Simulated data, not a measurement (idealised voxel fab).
process module | voxel transistor to metal
cross-section cut | 260 nm wide | cells 5 nm
A cross-section is a grid of square cells, given in bands from the top down. A band is one or more rows of cells.
Each band's line starts with the height of the band's top and of its bottom, in nm. Then come its materials from left to right, each with its width in nm. One material with "throughout" fills the band from edge to edge. "air" is empty space.
Height 0 is the level under which the wafer as received is all one material. The lowest band goes on downwards, as in "0 down".
A width such as "30 to 40" changes by the same amount from each row of cells to the next, from the band's top row to its bottom row.
"no change" after a step means that no cell of the cross-section changed.
closed voids: empty space of 8 cells or more with no open way to the top, each as width x height at its distance from the left edge, in nm
after a step's settings: what the simulator itself notes on the step
overlay nm, on a step with a mask: how far to the right of its planned place the mask lay; to the left if negative
plan
1 op RECEIVE | material Si
2 op CONFORMAL_DEP | material SiO2 | thk nm 5
3 op CONFORMAL_DEP | material SiN | thk nm 10
4 op DIRECTIONAL_DEP | material aC | thk nm 10
5 op PATTERN | tone cover | mask id ACTIVE | material resist | width nm 100 | pitch nm 130 | thk nm 30 | overlay nm 0
6 op DIRECTIONAL_ETCH | etch materials aC | depth nm 10
7 op STRIP | etch materials resist
8 op DIRECTIONAL_ETCH | etch materials SiN | depth nm 10
9 op DIRECTIONAL_ETCH | etch materials SiO2 | depth nm 5
10 op DIRECTIONAL_ETCH | etch materials Si | depth nm 25
11 op STRIP | etch materials aC
12 op OXIDIZE | depth nm 5
13 op FILL_DEP | material SiO2 | thk nm 5
14 op CMP | height nm 15
15 op SELECTIVE_ETCH | etch materials SiO2 | depth nm 10
16 op STRIP | etch materials SiN
17 op SELECTIVE_ETCH | etch materials SiO2 | depth nm 5
18 op OXIDIZE | depth nm 5
19 op DIRECTIONAL_DEP | material polySi | thk nm 30
20 op DIRECTIONAL_DEP | material SiCN | thk nm 15
21 op PATTERN | tone cover | mask id GATE | material resist | width nm 20 | pitch nm 130 | thk nm 15 | overlay nm 0
22 op DIRECTIONAL_ETCH | etch materials SiCN | depth nm 25
23 op DIRECTIONAL_ETCH | etch materials polySi | depth nm 40
24 op STRIP | etch materials resist
25 op CONFORMAL_DEP | material SiO2 | thk nm 5
26 op DIRECTIONAL_ETCH | etch materials SiO2 | depth nm 5
27 op CONFORMAL_DEP | material SiN | thk nm 10
28 op DIRECTIONAL_ETCH | etch materials SiN | depth nm 10
29 op DIRECTIONAL_ETCH | etch materials SiO2 | depth nm 5
30 op DIRECTIONAL_ETCH | etch materials Si | depth nm 15
31 op EPI | material pSi | thk nm 20
32 op FILL_DEP | material SiO2 | thk nm 10
33 op CMP | height nm 45
34 op DIRECTIONAL_DEP | material SiO2 | thk nm 10
35 op PATTERN | tone open | mask id CONTACT | material resist | width nm 15 | pitch nm 65 | thk nm 15 | overlay nm 0
36 op DIRECTIONAL_ETCH | etch materials SiO2 | depth nm 40
37 op STRIP | etch materials resist
38 op CONFORMAL_DEP | material TiN | thk nm 5
39 op FILL_DEP | material Ru | thk nm 5
40 op CMP | height nm 55
41 op CONFORMAL_DEP | material SiCN | thk nm 5
42 op DIRECTIONAL_DEP | material lowk | thk nm 15
43 op DIRECTIONAL_DEP | material aC | thk nm 15
44 op PATTERN | tone open | mask id METAL_1 | material resist | width nm 15 | pitch nm 65 | thk nm 30 | overlay nm 0
45 op DIRECTIONAL_ETCH | etch materials aC | depth nm 15
46 op STRIP | etch materials resist
47 op DIRECTIONAL_ETCH | etch materials lowk | depth nm 15
48 op DIRECTIONAL_ETCH | etch materials SiCN | depth nm 5
49 op STRIP | etch materials aC
50 op CONFORMAL_DEP | material TiN | thk nm 5
51 op FILL_DEP | material W | thk nm 10
52 op CMP | height nm 75
53 op EPI | material Ru | thk nm 5
54 op FILL_DEP | material SiCN | thk nm 5
first wafer, as planned
as received, after step 1
  0 down: Si throughout
  closed voids: none
after step 2
  5 to 0: SiO2 throughout
  below 0: unchanged
after step 3
  15 to 5: SiN throughout
  below 5: unchanged
after step 4
  25 to 15: aC throughout
  below 15: unchanged
after step 5
  55 to 25: air 15 | resist 100 | air 30 | resist 100 | air 15
  below 25: unchanged
after step 6
  45 to 25: air 15 | resist 100 | air 30 | resist 100 | air 15
  25 to 15: air 15 | aC 100 | air 30 | aC 100 | air 15
  below 15: unchanged
after step 7
  25 to 15: air 15 | aC 100 | air 30 | aC 100 | air 15
  below 15: unchanged
after step 8
  25 to 15: air 15 | aC 100 | air 30 | aC 100 | air 15
  15 to 5: air 15 | SiN 100 | air 30 | SiN 100 | air 15
  below 5: unchanged
after step 9
  25 to 15: air 15 | aC 100 | air 30 | aC 100 | air 15
  15 to 5: air 15 | SiN 100 | air 30 | SiN 100 | air 15
  5 to 0: air 15 | SiO2 100 | air 30 | SiO2 100 | air 15
  below 0: unchanged
after step 10
  25 to 15: air 15 | aC 100 | air 30 | aC 100 | air 15
  15 to 5: air 15 | SiN 100 | air 30 | SiN 100 | air 15
  5 to 0: air 15 | SiO2 100 | air 30 | SiO2 100 | air 15
  0 to -25: air 15 | Si 100 | air 30 | Si 100 | air 15
  below -25: unchanged
after step 11
  15 to 5: air 15 | SiN 100 | air 30 | SiN 100 | air 15
  below 5: unchanged
after step 12
  15 to 5: air 15 | SiN 100 | air 30 | SiN 100 | air 15
  5 to 0: air 15 | SiO2 100 | air 30 | SiO2 100 | air 15
  0 to -25: air 15 | SiO2 5 | Si 90 | SiO2 5 | air 30 | SiO2 5 | Si 90 | SiO2 5 | air 15
  -25 to -30: SiO2 20 | Si 90 | SiO2 40 | Si 90 | SiO2 20
  below -30: unchanged
after step 13
  20 to 15: SiO2 throughout
  15 to 5: SiO2 15 | SiN 100 | SiO2 30 | SiN 100 | SiO2 15
  5 to 0: SiO2 throughout
  0 to -30: SiO2 20 | Si 90 | SiO2 40 | Si 90 | SiO2 20
  below -30: unchanged
after step 14
  15 to 5: SiO2 15 | SiN 100 | SiO2 30 | SiN 100 | SiO2 15
  below 5: unchanged
after step 15
  15 to 5: air 15 | SiN 100 | air 30 | SiN 100 | air 15
  below 5: unchanged
after step 16
  5 to 0: SiO2 throughout
  below 0: unchanged
after step 17
  0 to -30: SiO2 20 | Si 90 | SiO2 40 | Si 90 | SiO2 20
  below -30: unchanged
after step 18
  0 to -5: SiO2 throughout
  below -5: unchanged
after step 19
  30 to 0: polySi throughout
  below 0: unchanged
after step 20
  45 to 30: SiCN throughout
  below 30: unchanged
after step 21
  60 to 45: air 55 | resist 20 | air 110 | resist 20 | air 55
  below 45: unchanged
after step 22
  60 to 45: air 55 | resist 20 | air 110 | resist 20 | air 55
  45 to 30: air 55 | SiCN 20 | air 110 | SiCN 20 | air 55
  below 30: unchanged
after step 23
  60 to 45: air 55 | resist 20 | air 110 | resist 20 | air 55
  45 to 30: air 55 | SiCN 20 | air 110 | SiCN 20 | air 55
  30 to 0: air 55 | polySi 20 | air 110 | polySi 20 | air 55
  below 0: unchanged
after step 24
  45 to 30: air 55 | SiCN 20 | air 110 | SiCN 20 | air 55
  below 30: unchanged
after step 25
  50 to 45: air 50 | SiO2 30 | air 100 | SiO2 30 | air 50
  45 to 30: air 50 | SiO2 5 | SiCN 20 | SiO2 5 | air 100 | SiO2 5 | SiCN 20 | SiO2 5 | air 50
  30 to 5: air 50 | SiO2 5 | polySi 20 | SiO2 5 | air 100 | SiO2 5 | polySi 20 | SiO2 5 | air 50
  5 to 0: SiO2 55 | polySi 20 | SiO2 110 | polySi 20 | SiO2 55
  below 0: unchanged
after step 26
  45 to 30: air 50 | SiO2 5 | SiCN 20 | SiO2 5 | air 100 | SiO2 5 | SiCN 20 | SiO2 5 | air 50
  30 to 0: air 50 | SiO2 5 | polySi 20 | SiO2 5 | air 100 | SiO2 5 | polySi 20 | SiO2 5 | air 50
  below 0: unchanged
after step 27
  55 to 45: air 40 | SiN 50 | air 80 | SiN 50 | air 40
  45 to 30: air 40 | SiN 10 | SiO2 5 | SiCN 20 | SiO2 5 | SiN 10 | air 80 | SiN 10 | SiO2 5 | SiCN 20 | SiO2 5 | SiN 10 | air 40
  30 to 10: air 40 | SiN 10 | SiO2 5 | polySi 20 | SiO2 5 | SiN 10 | air 80 | SiN 10 | SiO2 5 | polySi 20 | SiO2 5 | SiN 10 | air 40
  10 to 0: SiN 50 | SiO2 5 | polySi 20 | SiO2 5 | SiN 100 | SiO2 5 | polySi 20 | SiO2 5 | SiN 50
  below 0: unchanged
after step 28
  45 to 30: air 40 | SiN 10 | SiO2 5 | SiCN 20 | SiO2 5 | SiN 10 | air 80 | SiN 10 | SiO2 5 | SiCN 20 | SiO2 5 | SiN 10 | air 40
  30 to 0: air 40 | SiN 10 | SiO2 5 | polySi 20 | SiO2 5 | SiN 10 | air 80 | SiN 10 | SiO2 5 | polySi 20 | SiO2 5 | SiN 10 | air 40
  below 0: unchanged
after step 29
  45 to 40: air 40 | SiN 10 | air 5 | SiCN 20 | air 5 | SiN 10 | air 80 | SiN 10 | air 5 | SiCN 20 | air 5 | SiN 10 | air 40
  40 to 30: air 40 | SiN 10 | SiO2 5 | SiCN 20 | SiO2 5 | SiN 10 | air 80 | SiN 10 | SiO2 5 | SiCN 20 | SiO2 5 | SiN 10 | air 40
  30 to 0: air 40 | SiN 10 | SiO2 5 | polySi 20 | SiO2 5 | SiN 10 | air 80 | SiN 10 | SiO2 5 | polySi 20 | SiO2 5 | SiN 10 | air 40
  0 to -5: air 40 | SiO2 50 | air 80 | SiO2 50 | air 40
  below -5: unchanged
after step 30
  45 to 40: air 40 | SiN 10 | air 5 | SiCN 20 | air 5 | SiN 10 | air 80 | SiN 10 | air 5 | SiCN 20 | air 5 | SiN 10 | air 40
  40 to 30: air 40 | SiN 10 | SiO2 5 | SiCN 20 | SiO2 5 | SiN 10 | air 80 | SiN 10 | SiO2 5 | SiCN 20 | SiO2 5 | SiN 10 | air 40
  30 to 0: air 40 | SiN 10 | SiO2 5 | polySi 20 | SiO2 5 | SiN 10 | air 80 | SiN 10 | SiO2 5 | polySi 20 | SiO2 5 | SiN 10 | air 40
  0 to -5: air 40 | SiO2 50 | air 80 | SiO2 50 | air 40
  -5 to -20: SiO2 20 | air 20 | Si 50 | air 20 | SiO2 40 | air 20 | Si 50 | air 20 | SiO2 20
  below -20: unchanged
after step 31
  45 to 40: air 40 | SiN 10 | air 5 | SiCN 20 | air 5 | SiN 10 | air 80 | SiN 10 | air 5 | SiCN 20 | air 5 | SiN 10 | air 40
  40 to 30: air 40 | SiN 10 | SiO2 5 | SiCN 20 | SiO2 5 | SiN 10 | air 80 | SiN 10 | SiO2 5 | SiCN 20 | SiO2 5 | SiN 10 | air 40
  30 to 15: air 40 | SiN 10 | SiO2 5 | polySi 20 | SiO2 5 | SiN 10 | air 80 | SiN 10 | SiO2 5 | polySi 20 | SiO2 5 | SiN 10 | air 40
  15 to 0: air 20 | pSi 20 | SiN 10 | SiO2 5 | polySi 20 | SiO2 5 | SiN 10 | pSi 20 | air 40 | pSi 20 | SiN 10 | SiO2 5 | polySi 20 | SiO2 5 | SiN 10 | pSi 20 | air 20
  0 to -5: air 15 | pSi 25 | SiO2 50 | pSi 25 | air 30 | pSi 25 | SiO2 50 | pSi 25 | air 15
  -5 to -20: SiO2 20 | pSi 20 | Si 50 | pSi 20 | SiO2 40 | pSi 20 | Si 50 | pSi 20 | SiO2 20
  below -20: unchanged
after step 32
  55 to 45: SiO2 throughout
  45 to 30: SiO2 40 | SiN 10 | SiO2 5 | SiCN 20 | SiO2 5 | SiN 10 | SiO2 80 | SiN 10 | SiO2 5 | SiCN 20 | SiO2 5 | SiN 10 | SiO2 40
  30 to 15: SiO2 40 | SiN 10 | SiO2 5 | polySi 20 | SiO2 5 | SiN 10 | SiO2 80 | SiN 10 | SiO2 5 | polySi 20 | SiO2 5 | SiN 10 | SiO2 40
  15 to 0: SiO2 20 | pSi 20 | SiN 10 | SiO2 5 | polySi 20 | SiO2 5 | SiN 10 | pSi 20 | SiO2 40 | pSi 20 | SiN 10 | SiO2 5 | polySi 20 | SiO2 5 | SiN 10 | pSi 20 | SiO2 20
  0 to -5: SiO2 15 | pSi 25 | SiO2 50 | pSi 25 | SiO2 30 | pSi 25 | SiO2 50 | pSi 25 | SiO2 15
  below -5: unchanged
after step 33
  45 to 30: SiO2 40 | SiN 10 | SiO2 5 | SiCN 20 | SiO2 5 | SiN 10 | SiO2 80 | SiN 10 | SiO2 5 | SiCN 20 | SiO2 5 | SiN 10 | SiO2 40
  below 30: unchanged
after step 34
  55 to 45: SiO2 throughout
  below 45: unchanged
after step 35
  70 to 55: resist 25 | air 15 | resist 50 | air 15 | resist 50 | air 15 | resist 50 | air 15 | resist 25
  below 55: unchanged
after step 36
  70 to 55: resist 25 | air 15 | resist 50 | air 15 | resist 50 | air 15 | resist 50 | air 15 | resist 25
  55 to 45: SiO2 25 | air 15 | SiO2 50 | air 15 | SiO2 50 | air 15 | SiO2 50 | air 15 | SiO2 25
  45 to 30: SiO2 25 | air 15 | SiN 10 | SiO2 5 | SiCN 20 | SiO2 5 | SiN 10 | air 15 | SiO2 50 | air 15 | SiN 10 | SiO2 5 | SiCN 20 | SiO2 5 | SiN 10 | air 15 | SiO2 25
  30 to 15: SiO2 25 | air 15 | SiN 10 | SiO2 5 | polySi 20 | SiO2 5 | SiN 10 | air 15 | SiO2 50 | air 15 | SiN 10 | SiO2 5 | polySi 20 | SiO2 5 | SiN 10 | air 15 | SiO2 25
  below 15: unchanged
after step 37
  55 to 45: SiO2 25 | air 15 | SiO2 50 | air 15 | SiO2 50 | air 15 | SiO2 50 | air 15 | SiO2 25
  below 45: unchanged
after step 38
  60 to 55: TiN 30 | air 5 | TiN 60 | air 5 | TiN 60 | air 5 | TiN 60 | air 5 | TiN 30
  55 to 45: SiO2 25 | TiN 5 | air 5 | TiN 5 | SiO2 50 | TiN 5 | air 5 | TiN 5 | SiO2 50 | TiN 5 | air 5 | TiN 5 | SiO2 50 | TiN 5 | air 5 | TiN 5 | SiO2 25
  45 to 30: SiO2 25 | TiN 5 | air 5 | TiN 5 | SiN 10 | SiO2 5 | SiCN 20 | SiO2 5 | SiN 10 | TiN 5 | air 5 | TiN 5 | SiO2 50 | TiN 5 | air 5 | TiN 5 | SiN 10 | SiO2 5 | SiCN 20 | SiO2 5 | SiN 10 | TiN 5 | air 5 | TiN 5 | SiO2 25
  30 to 20: SiO2 25 | TiN 5 | air 5 | TiN 5 | SiN 10 | SiO2 5 | polySi 20 | SiO2 5 | SiN 10 | TiN 5 | air 5 | TiN 5 | SiO2 50 | TiN 5 | air 5 | TiN 5 | SiN 10 | SiO2 5 | polySi 20 | SiO2 5 | SiN 10 | TiN 5 | air 5 | TiN 5 | SiO2 25
  20 to 15: SiO2 25 | TiN 15 | SiN 10 | SiO2 5 | polySi 20 | SiO2 5 | SiN 10 | TiN 15 | SiO2 50 | TiN 15 | SiN 10 | SiO2 5 | polySi 20 | SiO2 5 | SiN 10 | TiN 15 | SiO2 25
  below 15: unchanged
after step 39
  65 to 60: Ru throughout
  60 to 55: TiN 30 | Ru 5 | TiN 60 | Ru 5 | TiN 60 | Ru 5 | TiN 60 | Ru 5 | TiN 30
  55 to 45: SiO2 25 | TiN 5 | Ru 5 | TiN 5 | SiO2 50 | TiN 5 | Ru 5 | TiN 5 | SiO2 50 | TiN 5 | Ru 5 | TiN 5 | SiO2 50 | TiN 5 | Ru 5 | TiN 5 | SiO2 25
  45 to 30: SiO2 25 | TiN 5 | Ru 5 | TiN 5 | SiN 10 | SiO2 5 | SiCN 20 | SiO2 5 | SiN 10 | TiN 5 | Ru 5 | TiN 5 | SiO2 50 | TiN 5 | Ru 5 | TiN 5 | SiN 10 | SiO2 5 | SiCN 20 | SiO2 5 | SiN 10 | TiN 5 | Ru 5 | TiN 5 | SiO2 25
  30 to 20: SiO2 25 | TiN 5 | Ru 5 | TiN 5 | SiN 10 | SiO2 5 | polySi 20 | SiO2 5 | SiN 10 | TiN 5 | Ru 5 | TiN 5 | SiO2 50 | TiN 5 | Ru 5 | TiN 5 | SiN 10 | SiO2 5 | polySi 20 | SiO2 5 | SiN 10 | TiN 5 | Ru 5 | TiN 5 | SiO2 25
  below 20: unchanged
after step 40
  55 to 45: SiO2 25 | TiN 5 | Ru 5 | TiN 5 | SiO2 50 | TiN 5 | Ru 5 | TiN 5 | SiO2 50 | TiN 5 | Ru 5 | TiN 5 | SiO2 50 | TiN 5 | Ru 5 | TiN 5 | SiO2 25
  below 45: unchanged
after step 41
  60 to 55: SiCN throughout
  below 55: unchanged
after step 42
  75 to 60: lowk throughout
  below 60: unchanged
after step 43
  90 to 75: aC throughout
  below 75: unchanged
after step 44
  120 to 90: resist 25 | air 15 | resist 50 | air 15 | resist 50 | air 15 | resist 50 | air 15 | resist 25
  below 90: unchanged
after step 45
  105 to 90: resist 25 | air 15 | resist 50 | air 15 | resist 50 | air 15 | resist 50 | air 15 | resist 25
  90 to 75: aC 25 | air 15 | aC 50 | air 15 | aC 50 | air 15 | aC 50 | air 15 | aC 25
  below 75: unchanged
after step 46
  90 to 75: aC 25 | air 15 | aC 50 | air 15 | aC 50 | air 15 | aC 50 | air 15 | aC 25
  below 75: unchanged
after step 47
  90 to 75: aC 25 | air 15 | aC 50 | air 15 | aC 50 | air 15 | aC 50 | air 15 | aC 25
  75 to 60: lowk 25 | air 15 | lowk 50 | air 15 | lowk 50 | air 15 | lowk 50 | air 15 | lowk 25
  below 60: unchanged
after step 48
  90 to 75: aC 25 | air 15 | aC 50 | air 15 | aC 50 | air 15 | aC 50 | air 15 | aC 25
  75 to 60: lowk 25 | air 15 | lowk 50 | air 15 | lowk 50 | air 15 | lowk 50 | air 15 | lowk 25
  60 to 55: SiCN 25 | air 15 | SiCN 50 | air 15 | SiCN 50 | air 15 | SiCN 50 | air 15 | SiCN 25
  below 55: unchanged
after step 49
  75 to 60: lowk 25 | air 15 | lowk 50 | air 15 | lowk 50 | air 15 | lowk 50 | air 15 | lowk 25
  below 60: unchanged
after step 50
  80 to 75: TiN 30 | air 5 | TiN 60 | air 5 | TiN 60 | air 5 | TiN 60 | air 5 | TiN 30
  75 to 60: lowk 25 | TiN 5 | air 5 | TiN 5 | lowk 50 | TiN 5 | air 5 | TiN 5 | lowk 50 | TiN 5 | air 5 | TiN 5 | lowk 50 | TiN 5 | air 5 | TiN 5 | lowk 25
  60 to 55: SiCN 25 | TiN 15 | SiCN 50 | TiN 15 | SiCN 50 | TiN 15 | SiCN 50 | TiN 15 | SiCN 25
  below 55: unchanged
after step 51
  90 to 80: W throughout
  80 to 75: TiN 30 | W 5 | TiN 60 | W 5 | TiN 60 | W 5 | TiN 60 | W 5 | TiN 30
  75 to 60: lowk 25 | TiN 5 | W 5 | TiN 5 | lowk 50 | TiN 5 | W 5 | TiN 5 | lowk 50 | TiN 5 | W 5 | TiN 5 | lowk 50 | TiN 5 | W 5 | TiN 5 | lowk 25
  below 60: unchanged
after step 52
  75 to 60: lowk 25 | TiN 5 | W 5 | TiN 5 | lowk 50 | TiN 5 | W 5 | TiN 5 | lowk 50 | TiN 5 | W 5 | TiN 5 | lowk 50 | TiN 5 | W 5 | TiN 5 | lowk 25
  below 60: unchanged
after step 53
  80 to 75: air 20 | Ru 25 | air 40 | Ru 25 | air 40 | Ru 25 | air 40 | Ru 25 | air 20
  below 75: unchanged
after step 54
  85 to 80: SiCN throughout
  80 to 75: SiCN 20 | Ru 25 | SiCN 40 | Ru 25 | SiCN 40 | Ru 25 | SiCN 40 | Ru 25 | SiCN 20
  below 75: unchanged
second wafer: like start, like plan, one mistake. Through step 51 it matches the first wafer
when step 52 should have ended: no change
when step 53 should have ended
  95 to 90: Ru throughout
  below 90: unchanged
when step 54 should have ended
  100 to 95: SiCN throughout
  below 95: unchanged
what went wrong: step 52 was left out
at the end the second wafer has, in cells: 32 more of Ru | 32 fewer of SiCN | 48 more of TiN | 108 more of W
